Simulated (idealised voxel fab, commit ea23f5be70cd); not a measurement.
process module | voxel transistor to metal
cross-section cut | 205 nm wide | cells 5 nm
A cross-section is a grid of square cells, given in bands from the top down. A band is one or more rows of cells.
Each band's line starts with the height of the band's top and of its bottom, in nm. Then come its materials from left to right, each with its width in nm. One material with "throughout" fills the band from edge to edge. "air" is empty space.
Height 0 is the level under which the wafer as received is all one material. The lowest band goes on downwards, as in "0 down".
A width such as "30 to 40" changes by the same amount from each row of cells to the next, from the band's top row to its bottom row.
"no change" after a step means that no cell of the cross-section changed.
closed voids: empty space of 8 cells or more with no open way to the top, each as width x height at its distance from the left edge, in nm
after a step's settings: what the simulator itself notes on the step
overlay nm, on a step with a mask: how far to the right of its planned place the mask lay; to the left if negative
plan
1 op RECEIVE | material Si
2 op CONFORMAL_DEP | material SiO2 | thk nm 5
3 op CONFORMAL_DEP | material SiN | thk nm 15
4 op PATTERN | tone cover | mask id ACTIVE | material resist | width nm 115 | thk nm 15 | overlay nm 0
5 op DIRECTIONAL_ETCH | etch materials SiN | depth nm 15
6 op DIRECTIONAL_ETCH | etch materials SiO2 | depth nm 5
7 op DIRECTIONAL_ETCH | etch materials Si | depth nm 35
8 op STRIP | etch materials resist
9 op OXIDIZE | depth nm 5
10 op FILL_DEP | material SiO2 | thk nm 5
11 op CMP | height nm 20
12 op SELECTIVE_ETCH | etch materials SiO2 | depth nm 10
13 op STRIP | etch materials SiN
14 op SELECTIVE_ETCH | etch materials SiO2 | depth nm 5
15 op OXIDIZE | depth nm 5
16 op DIRECTIONAL_DEP | material polySi | thk nm 20
17 op DIRECTIONAL_DEP | material SiCN | thk nm 15
18 op PATTERN | tone cover | mask id GATE | material resist | width nm 35 | thk nm 15 | overlay nm 0
19 op DIRECTIONAL_ETCH | etch materials SiCN | depth nm 25
20 op DIRECTIONAL_ETCH | etch materials polySi | depth nm 30
21 op STRIP | etch materials resist
22 op CONFORMAL_DEP | material SiN | thk nm 5
23 op DIRECTIONAL_ETCH | etch materials SiN | depth nm 5
24 op DIRECTIONAL_ETCH | etch materials SiO2 | depth nm 5
25 op DIRECTIONAL_ETCH | etch materials Si | depth nm 5
26 op EPI | material nSi | thk nm 10
27 op FILL_DEP | material SiO2 | thk nm 10
28 op CMP | height nm 20
29 op STRIP | etch materials polySi
30 op SELECTIVE_ETCH | etch materials SiO2 | depth nm 5
31 op CONFORMAL_DEP | material HfO2 | thk nm 5
32 op CONFORMAL_DEP | material TiN | thk nm 5
33 op FILL_DEP | material W | thk nm 5
34 op CMP | height nm 15
35 op DIRECTIONAL_DEP | material SiO2 | thk nm 10
36 op MASKED_ETCH | tone open | mask id CONTACT | width nm 20 | pitch nm 85 | etch materials SiO2 | depth nm 25 | overlay nm 0
37 op CONFORMAL_DEP | material TiN | thk nm 5
38 op FILL_DEP | material Ru | thk nm 5
39 op CMP | height nm 25
40 op CONFORMAL_DEP | material SiCN | thk nm 5
41 op DIRECTIONAL_DEP | material lowk | thk nm 25
42 op MASKED_ETCH | tone open | mask id METAL_1 | width nm 20 | pitch nm 85 | etch materials lowk | depth nm 25 | overlay nm 0
43 op MASKED_ETCH | tone open | mask id METAL_1 | width nm 20 | pitch nm 85 | etch materials SiCN | depth nm 5 | overlay nm 0
44 op CONFORMAL_DEP | material TiN | thk nm 5
45 op FILL_DEP | material Cu | thk nm 5
46 op CMP | height nm 55
47 op CONFORMAL_DEP | material SiCN | thk nm 5
48 op DIRECTIONAL_DEP | material lowk | thk nm 30
49 op DIRECTIONAL_DEP | material aC | thk nm 10
50 op PATTERN | tone open | mask id METAL_2_HOLES | material resist | width nm 15 | pitch nm 85 | thk nm 25 | overlay nm 0
51 op DIRECTIONAL_ETCH | etch materials aC | depth nm 10
52 op STRIP | etch materials resist
53 op DIRECTIONAL_ETCH | etch materials lowk | depth nm 30
54 op STRIP | etch materials aC
55 op DIRECTIONAL_DEP | material aC | thk nm 10
56 op PATTERN | tone open | mask id METAL_2 | material resist | width nm 20 | pitch nm 85 | thk nm 25 | overlay nm 0
57 op DIRECTIONAL_ETCH | etch materials aC | depth nm 10
58 op STRIP | etch materials resist
59 op DIRECTIONAL_ETCH | etch materials lowk | depth nm 15
60 op DIRECTIONAL_ETCH | etch materials SiCN | depth nm 5
61 op STRIP | etch materials aC
62 op CONFORMAL_DEP | material TiN | thk nm 5
63 op FILL_DEP | material Cu | thk nm 5
64 op CMP | height nm 90
65 op CONFORMAL_DEP | material SiN | thk nm 5
first wafer, as planned
as received, after step 1
  0 down: Si throughout
  closed voids: none
after step 2
  5 to 0: SiO2 throughout
  below 0: unchanged
after step 3
  20 to 5: SiN throughout
  below 5: unchanged
after step 4
  35 to 20: air 45 | resist 115 | air 45
  below 20: unchanged
after step 5
  35 to 20: air 45 | resist 115 | air 45
  20 to 5: air 45 | SiN 115 | air 45
  below 5: unchanged
after step 6
  35 to 20: air 45 | resist 115 | air 45
  20 to 5: air 45 | SiN 115 | air 45
  5 to 0: air 45 | SiO2 115 | air 45
  below 0: unchanged
after step 7
  35 to 20: air 45 | resist 115 | air 45
  20 to 5: air 45 | SiN 115 | air 45
  5 to 0: air 45 | SiO2 115 | air 45
  0 to -35: air 45 | Si 115 | air 45
  below -35: unchanged
after step 8
  20 to 5: air 45 | SiN 115 | air 45
  below 5: unchanged
after step 9
  20 to 5: air 45 | SiN 115 | air 45
  5 to 0: air 45 | SiO2 115 | air 45
  0 to -35: air 45 | SiO2 5 | Si 105 | SiO2 5 | air 45
  -35 to -40: SiO2 50 | Si 105 | SiO2 50
  below -40: unchanged
after step 10
  25 to 20: SiO2 throughout
  20 to 5: SiO2 45 | SiN 115 | SiO2 45
  5 to 0: SiO2 throughout
  0 to -40: SiO2 50 | Si 105 | SiO2 50
  below -40: unchanged
after step 11
  20 to 5: SiO2 45 | SiN 115 | SiO2 45
  below 5: unchanged
after step 12
  20 to 10: air 45 | SiN 115 | air 45
  below 10: unchanged
after step 13
  10 to 5: SiO2 45 | air 115 | SiO2 45
  below 5: unchanged
after step 14
  5 to 0: SiO2 40 | air 125 | SiO2 40
  below 0: unchanged
after step 15
  5 to 0: SiO2 40 | air 125 | SiO2 40
  0 to -5: SiO2 throughout
  below -5: unchanged
after step 16
  25 to 20: polySi 40 | air 125 | polySi 40
  20 to 5: polySi throughout
  5 to 0: SiO2 40 | polySi 125 | SiO2 40
  below 0: unchanged
after step 17
  40 to 35: SiCN 40 | air 125 | SiCN 40
  35 to 25: SiCN throughout
  25 to 20: polySi 40 | SiCN 125 | polySi 40
  below 20: unchanged
after step 18
  55 to 40: air 85 | resist 35 | air 85
  40 to 35: SiCN 40 | air 45 | resist 35 | air 45 | SiCN 40
  below 35: unchanged
after step 19
  55 to 35: air 85 | resist 35 | air 85
  35 to 25: air 85 | SiCN 35 | air 85
  25 to 20: polySi 40 | air 45 | SiCN 35 | air 45 | polySi 40
  below 20: unchanged
after step 20
  55 to 35: air 85 | resist 35 | air 85
  35 to 20: air 85 | SiCN 35 | air 85
  20 to 5: air 85 | polySi 35 | air 85
  5 to 0: SiO2 40 | air 45 | polySi 35 | air 45 | SiO2 40
  below 0: unchanged
after step 21
  35 to 20: air 85 | SiCN 35 | air 85
  below 20: unchanged
after step 22
  40 to 35: air 80 | SiN 45 | air 80
  35 to 20: air 80 | SiN 5 | SiCN 35 | SiN 5 | air 80
  20 to 10: air 80 | SiN 5 | polySi 35 | SiN 5 | air 80
  10 to 5: SiN 45 | air 35 | SiN 5 | polySi 35 | SiN 5 | air 35 | SiN 45
  5 to 0: SiO2 40 | SiN 45 | polySi 35 | SiN 45 | SiO2 40
  below 0: unchanged
after step 23
  35 to 20: air 80 | SiN 5 | SiCN 35 | SiN 5 | air 80
  20 to 5: air 80 | SiN 5 | polySi 35 | SiN 5 | air 80
  5 to 0: SiO2 40 | SiN 5 | air 35 | SiN 5 | polySi 35 | SiN 5 | air 35 | SiN 5 | SiO2 40
  below 0: unchanged
after step 24
  35 to 20: air 80 | SiN 5 | SiCN 35 | SiN 5 | air 80
  20 to 5: air 80 | SiN 5 | polySi 35 | SiN 5 | air 80
  5 to 0: air 40 | SiN 5 | air 35 | SiN 5 | polySi 35 | SiN 5 | air 35 | SiN 5 | air 40
  0 to -5: SiO2 45 | air 35 | SiO2 45 | air 35 | SiO2 45
  below -5: unchanged
after step 25
  35 to 20: air 80 | SiN 5 | SiCN 35 | SiN 5 | air 80
  20 to 5: air 80 | SiN 5 | polySi 35 | SiN 5 | air 80
  5 to 0: air 40 | SiN 5 | air 35 | SiN 5 | polySi 35 | SiN 5 | air 35 | SiN 5 | air 40
  0 to -5: SiO2 45 | air 35 | SiO2 45 | air 35 | SiO2 45
  -5 to -10: SiO2 50 | air 30 | Si 45 | air 30 | SiO2 50
  below -10: unchanged
after step 26
  35 to 20: air 80 | SiN 5 | SiCN 35 | SiN 5 | air 80
  20 to 5: air 80 | SiN 5 | polySi 35 | SiN 5 | air 80
  5 to 0: air 40 | SiN 5 | air 25 | nSi 10 | SiN 5 | polySi 35 | SiN 5 | nSi 10 | air 25 | SiN 5 | air 40
  0 to -5: SiO2 45 | nSi 35 | SiO2 45 | nSi 35 | SiO2 45
  -5 to -10: SiO2 50 | nSi 30 | Si 45 | nSi 30 | SiO2 50
  below -10: unchanged
after step 27
  45 to 35: SiO2 throughout
  35 to 20: SiO2 80 | SiN 5 | SiCN 35 | SiN 5 | SiO2 80
  20 to 5: SiO2 80 | SiN 5 | polySi 35 | SiN 5 | SiO2 80
  5 to 0: SiO2 40 | SiN 5 | SiO2 25 | nSi 10 | SiN 5 | polySi 35 | SiN 5 | nSi 10 | SiO2 25 | SiN 5 | SiO2 40
  below 0: unchanged
after step 28
  20 to 5: SiO2 80 | SiN 5 | polySi 35 | SiN 5 | SiO2 80
  below 5: unchanged
after step 29
  20 to 5: SiO2 80 | SiN 5 | air 35 | SiN 5 | SiO2 80
  5 to 0: SiO2 40 | SiN 5 | SiO2 25 | nSi 10 | SiN 5 | air 35 | SiN 5 | nSi 10 | SiO2 25 | SiN 5 | SiO2 40
  below 0: unchanged
after step 30
  20 to 15: air 80 | SiN 5 | air 35 | SiN 5 | air 80
  15 to 5: SiO2 80 | SiN 5 | air 35 | SiN 5 | SiO2 80
  5 to 0: SiO2 40 | SiN 5 | SiO2 25 | nSi 10 | SiN 5 | air 35 | SiN 5 | nSi 10 | SiO2 25 | SiN 5 | SiO2 40
  0 to -5: SiO2 45 | nSi 35 | air 45 | nSi 35 | SiO2 45
  below -5: unchanged
after step 31
  25 to 20: air 75 | HfO2 15 | air 25 | HfO2 15 | air 75
  20 to 15: HfO2 80 | SiN 5 | HfO2 5 | air 25 | HfO2 5 | SiN 5 | HfO2 80
  15 to 5: SiO2 80 | SiN 5 | HfO2 5 | air 25 | HfO2 5 | SiN 5 | SiO2 80
  5 to 0: SiO2 40 | SiN 5 | SiO2 25 | nSi 10 | SiN 5 | HfO2 5 | air 25 | HfO2 5 | SiN 5 | nSi 10 | SiO2 25 | SiN 5 | SiO2 40
  0 to -5: SiO2 45 | nSi 35 | HfO2 45 | nSi 35 | SiO2 45
  below -5: unchanged
after step 32
  30 to 25: air 70 | TiN 25 | air 15 | TiN 25 | air 70
  25 to 20: TiN 75 | HfO2 15 | TiN 5 | air 15 | TiN 5 | HfO2 15 | TiN 75
  20 to 15: HfO2 80 | SiN 5 | HfO2 5 | TiN 5 | air 15 | TiN 5 | HfO2 5 | SiN 5 | HfO2 80
  15 to 5: SiO2 80 | SiN 5 | HfO2 5 | TiN 5 | air 15 | TiN 5 | HfO2 5 | SiN 5 | SiO2 80
  5 to 0: SiO2 40 | SiN 5 | SiO2 25 | nSi 10 | SiN 5 | HfO2 5 | TiN 25 | HfO2 5 | SiN 5 | nSi 10 | SiO2 25 | SiN 5 | SiO2 40
  below 0: unchanged
after step 33
  35 to 30: W throughout
  30 to 25: W 70 | TiN 25 | W 15 | TiN 25 | W 70
  25 to 20: TiN 75 | HfO2 15 | TiN 5 | W 15 | TiN 5 | HfO2 15 | TiN 75
  20 to 15: HfO2 80 | SiN 5 | HfO2 5 | TiN 5 | W 15 | TiN 5 | HfO2 5 | SiN 5 | HfO2 80
  15 to 5: SiO2 80 | SiN 5 | HfO2 5 | TiN 5 | W 15 | TiN 5 | HfO2 5 | SiN 5 | SiO2 80
  below 5: unchanged
after step 34
  15 to 5: SiO2 80 | SiN 5 | HfO2 5 | TiN 5 | W 15 | TiN 5 | HfO2 5 | SiN 5 | SiO2 80
  below 5: unchanged
after step 35
  25 to 15: SiO2 throughout
  below 15: unchanged
after step 36
  25 to 15: SiO2 50 | air 20 | SiO2 65 | air 20 | SiO2 50
  15 to 5: SiO2 50 | air 20 | SiO2 10 | SiN 5 | HfO2 5 | TiN 5 | W 15 | TiN 5 | HfO2 5 | SiN 5 | SiO2 10 | air 20 | SiO2 50
  5 to 0: SiO2 40 | SiN 5 | SiO2 5 | air 20 | nSi 10 | SiN 5 | HfO2 5 | TiN 25 | HfO2 5 | SiN 5 | nSi 10 | air 20 | SiO2 5 | SiN 5 | SiO2 40
  below 0: unchanged
after step 37
  30 to 25: TiN 55 | air 10 | TiN 75 | air 10 | TiN 55
  25 to 15: SiO2 50 | TiN 5 | air 10 | TiN 5 | SiO2 65 | TiN 5 | air 10 | TiN 5 | SiO2 50
  15 to 5: SiO2 50 | TiN 5 | air 10 | TiN 5 | SiO2 10 | SiN 5 | HfO2 5 | TiN 5 | W 15 | TiN 5 | HfO2 5 | SiN 5 | SiO2 10 | TiN 5 | air 10 | TiN 5 | SiO2 50
  5 to 0: SiO2 40 | SiN 5 | SiO2 5 | TiN 20 | nSi 10 | SiN 5 | HfO2 5 | TiN 25 | HfO2 5 | SiN 5 | nSi 10 | TiN 20 | SiO2 5 | SiN 5 | SiO2 40
  below 0: unchanged
after step 38
  35 to 30: Ru throughout
  30 to 25: TiN 55 | Ru 10 | TiN 75 | Ru 10 | TiN 55
  25 to 15: SiO2 50 | TiN 5 | Ru 10 | TiN 5 | SiO2 65 | TiN 5 | Ru 10 | TiN 5 | SiO2 50
  15 to 5: SiO2 50 | TiN 5 | Ru 10 | TiN 5 | SiO2 10 | SiN 5 | HfO2 5 | TiN 5 | W 15 | TiN 5 | HfO2 5 | SiN 5 | SiO2 10 | TiN 5 | Ru 10 | TiN 5 | SiO2 50
  below 5: unchanged
after step 39
  25 to 15: SiO2 50 | TiN 5 | Ru 10 | TiN 5 | SiO2 65 | TiN 5 | Ru 10 | TiN 5 | SiO2 50
  below 15: unchanged
after step 40
  30 to 25: SiCN throughout
  below 25: unchanged
after step 41
  55 to 30: lowk throughout
  below 30: unchanged
after step 42
  55 to 30: lowk 50 | air 20 | lowk 65 | air 20 | lowk 50
  below 30: unchanged
after step 43
  55 to 30: lowk 50 | air 20 | lowk 65 | air 20 | lowk 50
  30 to 25: SiCN 50 | air 20 | SiCN 65 | air 20 | SiCN 50
  below 25: unchanged
after step 44
  60 to 55: TiN 55 | air 10 | TiN 75 | air 10 | TiN 55
  55 to 30: lowk 50 | TiN 5 | air 10 | TiN 5 | lowk 65 | TiN 5 | air 10 | TiN 5 | lowk 50
  30 to 25: SiCN 50 | TiN 20 | SiCN 65 | TiN 20 | SiCN 50
  below 25: unchanged
after step 45
  65 to 60: Cu throughout
  60 to 55: TiN 55 | Cu 10 | TiN 75 | Cu 10 | TiN 55
  55 to 30: lowk 50 | TiN 5 | Cu 10 | TiN 5 | lowk 65 | TiN 5 | Cu 10 | TiN 5 | lowk 50
  below 30: unchanged
after step 46
  55 to 30: lowk 50 | TiN 5 | Cu 10 | TiN 5 | lowk 65 | TiN 5 | Cu 10 | TiN 5 | lowk 50
  below 30: unchanged
after step 47
  60 to 55: SiCN throughout
  below 55: unchanged
after step 48
  90 to 60: lowk throughout
  below 60: unchanged
after step 49
  100 to 90: aC throughout
  below 90: unchanged
after step 50
  125 to 100: resist 50 | air 15 | resist 70 | air 15 | resist 55
  below 100: unchanged
after step 51
  115 to 100: resist 50 | air 15 | resist 70 | air 15 | resist 55
  100 to 90: aC 50 | air 15 | aC 70 | air 15 | aC 55
  below 90: unchanged
after step 52
  100 to 90: aC 50 | air 15 | aC 70 | air 15 | aC 55
  below 90: unchanged
after step 53
  100 to 90: aC 50 | air 15 | aC 70 | air 15 | aC 55
  90 to 60: lowk 50 | air 15 | lowk 70 | air 15 | lowk 55
  below 60: unchanged
after step 54
  90 to 60: lowk 50 | air 15 | lowk 70 | air 15 | lowk 55
  below 60: unchanged
after step 55
  100 to 90: aC 50 | air 15 | aC 70 | air 15 | aC 55
  90 to 70: lowk 50 | air 15 | lowk 70 | air 15 | lowk 55
  70 to 60: lowk 50 | aC 15 | lowk 70 | aC 15 | lowk 55
  below 60: unchanged
after step 56
  125 to 100: resist 50 | air 20 | resist 65 | air 20 | resist 50
  below 100: unchanged
after step 57
  115 to 100: resist 50 | air 20 | resist 65 | air 20 | resist 50
  100 to 90: aC 50 | air 20 | aC 65 | air 20 | aC 50
  90 to 60: lowk 50 | air 15 | lowk 70 | air 15 | lowk 55
  below 60: unchanged
after step 58
  100 to 90: aC 50 | air 20 | aC 65 | air 20 | aC 50
  below 90: unchanged
after step 59
  100 to 90: aC 50 | air 20 | aC 65 | air 20 | aC 50
  90 to 75: lowk 50 | air 20 | lowk 65 | air 20 | lowk 50
  below 75: unchanged
after step 60
  100 to 90: aC 50 | air 20 | aC 65 | air 20 | aC 50
  90 to 75: lowk 50 | air 20 | lowk 65 | air 20 | lowk 50
  75 to 60: lowk 50 | air 15 | lowk 70 | air 15 | lowk 55
  60 to 55: SiCN 50 | air 15 | SiCN 70 | air 15 | SiCN 55
  below 55: unchanged
after step 61
  90 to 75: lowk 50 | air 20 | lowk 65 | air 20 | lowk 50
  below 75: unchanged
after step 62
  95 to 90: TiN 55 | air 10 | TiN 75 | air 10 | TiN 55
  90 to 80: lowk 50 | TiN 5 | air 10 | TiN 5 | lowk 65 | TiN 5 | air 10 | TiN 5 | lowk 50
  80 to 75: lowk 50 | TiN 5 | air 5 | TiN 10 | lowk 65 | TiN 5 | air 5 | TiN 10 | lowk 50
  75 to 60: lowk 50 | TiN 5 | air 5 | TiN 5 | lowk 70 | TiN 5 | air 5 | TiN 5 | lowk 55
  60 to 55: SiCN 50 | TiN 15 | SiCN 70 | TiN 15 | SiCN 55
  below 55: unchanged
after step 63
  100 to 95: Cu throughout
  95 to 90: TiN 55 | Cu 10 | TiN 75 | Cu 10 | TiN 55
  90 to 80: lowk 50 | TiN 5 | Cu 10 | TiN 5 | lowk 65 | TiN 5 | Cu 10 | TiN 5 | lowk 50
  80 to 75: lowk 50 | TiN 5 | Cu 5 | TiN 10 | lowk 65 | TiN 5 | Cu 5 | TiN 10 | lowk 50
  75 to 60: lowk 50 | TiN 5 | Cu 5 | TiN 5 | lowk 70 | TiN 5 | Cu 5 | TiN 5 | lowk 55
  below 60: unchanged
after step 64
  90 to 80: lowk 50 | TiN 5 | Cu 10 | TiN 5 | lowk 65 | TiN 5 | Cu 10 | TiN 5 | lowk 50
  below 80: unchanged
after step 65
  95 to 90: SiN throughout
  below 90: unchanged
second wafer: like start, like plan, one mistake. Through step 30 it matches the first wafer
when step 31 should have ended
  35 to 30: air 65 | HfO2 35 | air 5 | HfO2 35 | air 65
  30 to 20: HfO2 100 | air 5 | HfO2 100
  20 to 15: HfO2 80 | SiN 5 | HfO2 15 | air 5 | HfO2 15 | SiN 5 | HfO2 80
  15 to 10: SiO2 80 | SiN 5 | HfO2 15 | air 5 | HfO2 15 | SiN 5 | SiO2 80
  10 to 5: SiO2 80 | SiN 5 | HfO2 35 | SiN 5 | SiO2 80
  5 to 0: SiO2 40 | SiN 5 | SiO2 25 | nSi 10 | SiN 5 | HfO2 35 | SiN 5 | nSi 10 | SiO2 25 | SiN 5 | SiO2 40
  0 to -5: SiO2 45 | nSi 35 | HfO2 45 | nSi 35 | SiO2 45
  below -5: unchanged
when step 32 should have ended
  40 to 35: air 60 | TiN 85 | air 60
  35 to 30: TiN 65 | HfO2 35 | TiN 5 | HfO2 35 | TiN 65
  30 to 20: HfO2 100 | TiN 5 | HfO2 100
  20 to 15: HfO2 80 | SiN 5 | HfO2 15 | TiN 5 | HfO2 15 | SiN 5 | HfO2 80
  15 to 10: SiO2 80 | SiN 5 | HfO2 15 | TiN 5 | HfO2 15 | SiN 5 | SiO2 80
  below 10: unchanged
when step 33 should have ended
  45 to 40: W throughout
  40 to 35: W 60 | TiN 85 | W 60
  below 35: unchanged
when step 34 should have ended
  15 to 10: SiO2 80 | SiN 5 | HfO2 15 | TiN 5 | HfO2 15 | SiN 5 | SiO2 80
  below 10: unchanged
when step 35 should have ended
  25 to 15: SiO2 throughout
  below 15: unchanged
when step 36 should have ended
  25 to 15: SiO2 50 | air 20 | SiO2 65 | air 20 | SiO2 50
  15 to 10: SiO2 50 | air 20 | SiO2 10 | SiN 5 | HfO2 15 | TiN 5 | HfO2 15 | SiN 5 | SiO2 10 | air 20 | SiO2 50
  10 to 5: SiO2 50 | air 20 | SiO2 10 | SiN 5 | HfO2 35 | SiN 5 | SiO2 10 | air 20 | SiO2 50
  5 to 0: SiO2 40 | SiN 5 | SiO2 5 | air 20 | nSi 10 | SiN 5 | HfO2 35 | SiN 5 | nSi 10 | air 20 | SiO2 5 | SiN 5 | SiO2 40
  below 0: unchanged
when step 37 should have ended
  30 to 25: TiN 55 | air 10 | TiN 75 | air 10 | TiN 55
  25 to 15: SiO2 50 | TiN 5 | air 10 | TiN 5 | SiO2 65 | TiN 5 | air 10 | TiN 5 | SiO2 50
  15 to 10: SiO2 50 | TiN 5 | air 10 | TiN 5 | SiO2 10 | SiN 5 | HfO2 15 | TiN 5 | HfO2 15 | SiN 5 | SiO2 10 | TiN 5 | air 10 | TiN 5 | SiO2 50
  10 to 5: SiO2 50 | TiN 5 | air 10 | TiN 5 | SiO2 10 | SiN 5 | HfO2 35 | SiN 5 | SiO2 10 | TiN 5 | air 10 | TiN 5 | SiO2 50
  5 to 0: SiO2 40 | SiN 5 | SiO2 5 | TiN 20 | nSi 10 | SiN 5 | HfO2 35 | SiN 5 | nSi 10 | TiN 20 | SiO2 5 | SiN 5 | SiO2 40
  below 0: unchanged
when step 38 should have ended
  35 to 30: Ru throughout
  30 to 25: TiN 55 | Ru 10 | TiN 75 | Ru 10 | TiN 55
  25 to 15: SiO2 50 | TiN 5 | Ru 10 | TiN 5 | SiO2 65 | TiN 5 | Ru 10 | TiN 5 | SiO2 50
  15 to 10: SiO2 50 | TiN 5 | Ru 10 | TiN 5 | SiO2 10 | SiN 5 | HfO2 15 | TiN 5 | HfO2 15 | SiN 5 | SiO2 10 | TiN 5 | Ru 10 | TiN 5 | SiO2 50
  10 to 5: SiO2 50 | TiN 5 | Ru 10 | TiN 5 | SiO2 10 | SiN 5 | HfO2 35 | SiN 5 | SiO2 10 | TiN 5 | Ru 10 | TiN 5 | SiO2 50
  below 5: unchanged
when step 39 should have ended
  25 to 15: SiO2 50 | TiN 5 | Ru 10 | TiN 5 | SiO2 65 | TiN 5 | Ru 10 | TiN 5 | SiO2 50
  below 15: unchanged
when step 40 should have ended
  30 to 25: SiCN throughout
  below 25: unchanged
when step 41 should have ended
  55 to 30: lowk throughout
  below 30: unchanged
when step 42 should have ended
  55 to 30: lowk 50 | air 20 | lowk 65 | air 20 | lowk 50
  below 30: unchanged
when step 43 should have ended
  55 to 30: lowk 50 | air 20 | lowk 65 | air 20 | lowk 50
  30 to 25: SiCN 50 | air 20 | SiCN 65 | air 20 | SiCN 50
  below 25: unchanged
when step 44 should have ended
  60 to 55: TiN 55 | air 10 | TiN 75 | air 10 | TiN 55
  55 to 30: lowk 50 | TiN 5 | air 10 | TiN 5 | lowk 65 | TiN 5 | air 10 | TiN 5 | lowk 50
  30 to 25: SiCN 50 | TiN 20 | SiCN 65 | TiN 20 | SiCN 50
  below 25: unchanged
when step 45 should have ended
  65 to 60: Cu throughout
  60 to 55: TiN 55 | Cu 10 | TiN 75 | Cu 10 | TiN 55
  55 to 30: lowk 50 | TiN 5 | Cu 10 | TiN 5 | lowk 65 | TiN 5 | Cu 10 | TiN 5 | lowk 50
  below 30: unchanged
when step 46 should have ended
  55 to 30: lowk 50 | TiN 5 | Cu 10 | TiN 5 | lowk 65 | TiN 5 | Cu 10 | TiN 5 | lowk 50
  below 30: unchanged
when step 47 should have ended
  60 to 55: SiCN throughout
  below 55: unchanged
when step 48 should have ended
  90 to 60: lowk throughout
  below 60: unchanged
when step 49 should have ended
  100 to 90: aC throughout
  below 90: unchanged
when step 50 should have ended
  125 to 100: resist 50 | air 15 | resist 70 | air 15 | resist 55
  below 100: unchanged
when step 51 should have ended
  115 to 100: resist 50 | air 15 | resist 70 | air 15 | resist 55
  100 to 90: aC 50 | air 15 | aC 70 | air 15 | aC 55
  below 90: unchanged
when step 52 should have ended
  100 to 90: aC 50 | air 15 | aC 70 | air 15 | aC 55
  below 90: unchanged
when step 53 should have ended
  100 to 90: aC 50 | air 15 | aC 70 | air 15 | aC 55
  90 to 60: lowk 50 | air 15 | lowk 70 | air 15 | lowk 55
  below 60: unchanged
when step 54 should have ended
  90 to 60: lowk 50 | air 15 | lowk 70 | air 15 | lowk 55
  below 60: unchanged
when step 55 should have ended
  100 to 90: aC 50 | air 15 | aC 70 | air 15 | aC 55
  90 to 70: lowk 50 | air 15 | lowk 70 | air 15 | lowk 55
  70 to 60: lowk 50 | aC 15 | lowk 70 | aC 15 | lowk 55
  below 60: unchanged
when step 56 should have ended
  125 to 100: resist 50 | air 20 | resist 65 | air 20 | resist 50
  below 100: unchanged
when step 57 should have ended
  115 to 100: resist 50 | air 20 | resist 65 | air 20 | resist 50
  100 to 90: aC 50 | air 20 | aC 65 | air 20 | aC 50
  90 to 60: lowk 50 | air 15 | lowk 70 | air 15 | lowk 55
  below 60: unchanged
when step 58 should have ended
  100 to 90: aC 50 | air 20 | aC 65 | air 20 | aC 50
  below 90: unchanged
when step 59 should have ended
  100 to 90: aC 50 | air 20 | aC 65 | air 20 | aC 50
  90 to 75: lowk 50 | air 20 | lowk 65 | air 20 | lowk 50
  below 75: unchanged
when step 60 should have ended
  100 to 90: aC 50 | air 20 | aC 65 | air 20 | aC 50
  90 to 75: lowk 50 | air 20 | lowk 65 | air 20 | lowk 50
  75 to 60: lowk 50 | air 15 | lowk 70 | air 15 | lowk 55
  60 to 55: SiCN 50 | air 15 | SiCN 70 | air 15 | SiCN 55
  below 55: unchanged
when step 61 should have ended
  90 to 75: lowk 50 | air 20 | lowk 65 | air 20 | lowk 50
  below 75: unchanged
when step 62 should have ended
  95 to 90: TiN 55 | air 10 | TiN 75 | air 10 | TiN 55
  90 to 80: lowk 50 | TiN 5 | air 10 | TiN 5 | lowk 65 | TiN 5 | air 10 | TiN 5 | lowk 50
  80 to 75: lowk 50 | TiN 5 | air 5 | TiN 10 | lowk 65 | TiN 5 | air 5 | TiN 10 | lowk 50
  75 to 60: lowk 50 | TiN 5 | air 5 | TiN 5 | lowk 70 | TiN 5 | air 5 | TiN 5 | lowk 55
  60 to 55: SiCN 50 | TiN 15 | SiCN 70 | TiN 15 | SiCN 55
  below 55: unchanged
when step 63 should have ended
  100 to 95: Cu throughout
  95 to 90: TiN 55 | Cu 10 | TiN 75 | Cu 10 | TiN 55
  90 to 80: lowk 50 | TiN 5 | Cu 10 | TiN 5 | lowk 65 | TiN 5 | Cu 10 | TiN 5 | lowk 50
  80 to 75: lowk 50 | TiN 5 | Cu 5 | TiN 10 | lowk 65 | TiN 5 | Cu 5 | TiN 10 | lowk 50
  75 to 60: lowk 50 | TiN 5 | Cu 5 | TiN 5 | lowk 70 | TiN 5 | Cu 5 | TiN 5 | lowk 55
  below 60: unchanged
when step 64 should have ended
  90 to 80: lowk 50 | TiN 5 | Cu 10 | TiN 5 | lowk 65 | TiN 5 | Cu 10 | TiN 5 | lowk 50
  below 80: unchanged
when step 65 should have ended
  95 to 90: SiN throughout
  below 90: unchanged
what went wrong: step 31 ran as: op CONFORMAL_DEP | material HfO2 | thk nm 15
at the end the second wafer has, in cells: 14 more of HfO2 | 8 fewer of TiN | 6 fewer of W
